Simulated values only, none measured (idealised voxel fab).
Proc. module: voxel quadruple lines
The figure presents cross-section cut, which has a width of 220 nm and is divided into square cells with an edge length of 5 nm.
Cross-section spec: square-cell grid; bands listed top down; each band is one or more rows.
For a band, the entry starts with two heights in nm, that of the top and then that of the bottom, and carries on with the band's materials in order from left to right, each alongside its width in nm; the word "full width" beside a single material means it fills the band edge to edge, and "empty" means empty space.
Heights from 0 (as-received wafer is one material below). Bottom band endless downward, as "top 0, no bottom".
The notation "30..40" denotes a width that varies across the rows of cells in the band, beginning at the first number in the top row, finishing at the second number in the bottom row, and changing by an identical amount from each row to the next.
"nothing altered", as given for a step, is the statement that not any cell of the cross-section underwent a change during that step.
"Trapped void list" means: voids of 8 cells or more that are shut off from the top with no open way through. Written width x height at distance, distance from the left edge, in nm.
It should be noted that, on the line of a given step, the content following the step's settings is a remark produced by the simulator itself with respect to that step.
overlay nm: for a step with a mask, the amount by which the mask lay right of where it was planned; a negative amount means left of it.

List of planned process steps
- 1: RECEIVE [material Si]
- 2: CONFORMAL_DEP [material SiO2] [thk nm 10]
- 3: DIRECTIONAL_DEP [material W] [thk nm 15]
- 4: DIRECTIONAL_DEP [material polySi] [thk nm 20]
- 5: DIRECTIONAL_DEP [material aC] [thk nm 25]
- 6: PATTERN [tone cover] [mask id MANDREL] [material resist] [width nm 35] [pitch nm 100] [thk nm 35] [overlay nm 0]
- 7: DIRECTIONAL_ETCH [etch materials aC] [depth nm 25]
- 8: STRIP [etch materials resist]
- 9: CONFORMAL_DEP [material SiO2] [thk nm 15]
- 10: DIRECTIONAL_ETCH [etch materials SiO2] [depth nm 15]
- 11: STRIP [etch materials aC]
- 12: DIRECTIONAL_ETCH [etch materials polySi] [depth nm 20]
- 13: STRIP [etch materials SiO2]
- 14: CONFORMAL_DEP [material SiCN] [thk nm 10]
- 15: DIRECTIONAL_ETCH [etch materials SiCN] [depth nm 10]
- 16: STRIP [etch materials polySi]
- 17: DIRECTIONAL_ETCH [etch materials W] [depth nm 15]
- 18: STRIP [etch materials SiCN]
- 19: FILL_DEP [material SiO2] [thk nm 5]
- 20: CMP [height nm 25]

Incoming wafer in cross-section (state: after step 1)
- top 0, no bottom: Si full width
- Trapped void list: none

Module complete - cross-section of the first of two wafers, run according to plan
- top 25, bottom 10: 15 of SiO2, then 10 of W, then 15 of SiO2, then 10 of W, then 15 of SiO2, then 10 of W, then 15 of SiO2, then 10 of W, then 15 of SiO2, then 10 of W, then 15 of SiO2, then 10 of W, then 15 of SiO2, then 10 of W, then 15 of SiO2, then 10 of W, then 20 of SiO2
- top 10, bottom 0: SiO2 full width
- top 0, no bottom: Si full width
- Trapped void list: none

What the second wafer looks like in cross-section once the module is done. Its start and its plan matched the first wafer's exactly; what differed was one mistake in how it was run
- top 25, bottom 10: polySi full width
- top 10, bottom 0: SiO2 full width
- top 0, no bottom: Si full width
- Trapped void list: none
Heads up, the wafer didn't run the way we planned it: plan steps 3 and 4 run swapped
End check, counted in cells, second wafer has more or fewer of these materials than the first: SiO2 -84 | W -48 | polySi +132
